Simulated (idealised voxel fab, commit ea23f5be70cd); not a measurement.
The following process module bears the name voxel ribs on slabs.
Square cells of 5 nm make up the cross-section cut, whose width is 160 nm.
In this document a cross-section is written as a grid of square cells. It is given as a series of bands, listed from the top down, and a band is one or more rows of cells. What a band's entry tells you: where the top is and where the bottom is, as heights in nm, and after that what lies inside, material by material from left to right, each with its width in nm. Empty space is written as the word "blank", and a single material marked with the word "all across" occupies the band from edge to edge. Beneath 0, the wafer as received is one material, and that level is where height counting begins. The lowest band goes on downward without a bottom; it is written like "0 nm and below". So if you see something like "30->40" for the width, read it as the top row of the band sitting at the first number and the bottom row at the second, with every row in between moving by the same amount as the last. "same as before" -> step changed no cross-section cell. Heads up: "Listed closed voids" only lists the empty pockets with no open path to the top that are 8 cells or more, and it writes them as width x height at distance, distance from the left edge, in nm. Note: text after step settings on the step line = simulator remark on that step. The setting "overlay nm" may be written on the line of a step. When the step uses a mask, the value reports how far to the right of the planned place the mask lay, and a negative value reports that it lay to the left.
List of planned process steps:
| 1 | RECEIVE: material Si |
| 2 | DIRECTIONAL_DEP: material SiO2, thk nm 20 |
| 3 | DIRECTIONAL_DEP: material polySi, thk nm 15 |
| 4 | PATTERN: tone cover, mask id RIB, material resist, width nm 20, thk nm 15, overlay nm 0 |
| 5 | DIRECTIONAL_ETCH: etch materials polySi, depth nm 5 |
| 6 | STRIP: etch materials resist |
| 7 | PATTERN: tone cover, mask id SLAB, material resist, width nm 60, thk nm 20, overlay nm 0 |
| 8 | DIRECTIONAL_ETCH: etch materials polySi, depth nm 10 |
| 9 | STRIP: etch materials resist |
| 10 | FILL_DEP: material SiO2, thk nm 25 |
| 11 | CMP: height nm 50 |
| 12 | DIRECTIONAL_DEP: material TiN, thk nm 5 |
| 13 | PATTERN: tone cover, mask id HEATER, material resist, width nm 30, thk nm 15, overlay nm 0 |
| 14 | DIRECTIONAL_ETCH: etch materials TiN, depth nm 5 |
| 15 | STRIP: etch materials resist |
| 16 | CONFORMAL_DEP: material SiO2, thk nm 10 |
As-received state of the wafer in cross-section, equivalent to post-step 1:
* 0 nm and below: Si all across
* Listed closed voids: none
The following cross-section depicts the wafer upon conclusion of the module. Processing commenced from the starting condition illustrated above and adhered to the plan illustrated above, save for one mistake in execution:
* 65 nm to 60 nm: blank: 55; SiO2: 50; blank: 55
* 60 nm to 55 nm: SiO2 all across
* 55 nm to 50 nm: SiO2: 65; TiN: 30; SiO2: 65
* 50 nm to 40 nm: SiO2: 50; polySi: 60; SiO2: 50
* 40 nm to 0 nm: SiO2 all across
* 0 nm and below: Si all across
* Listed closed voids: none
Want to know what went wrong? twice, step 2 of the plan was run
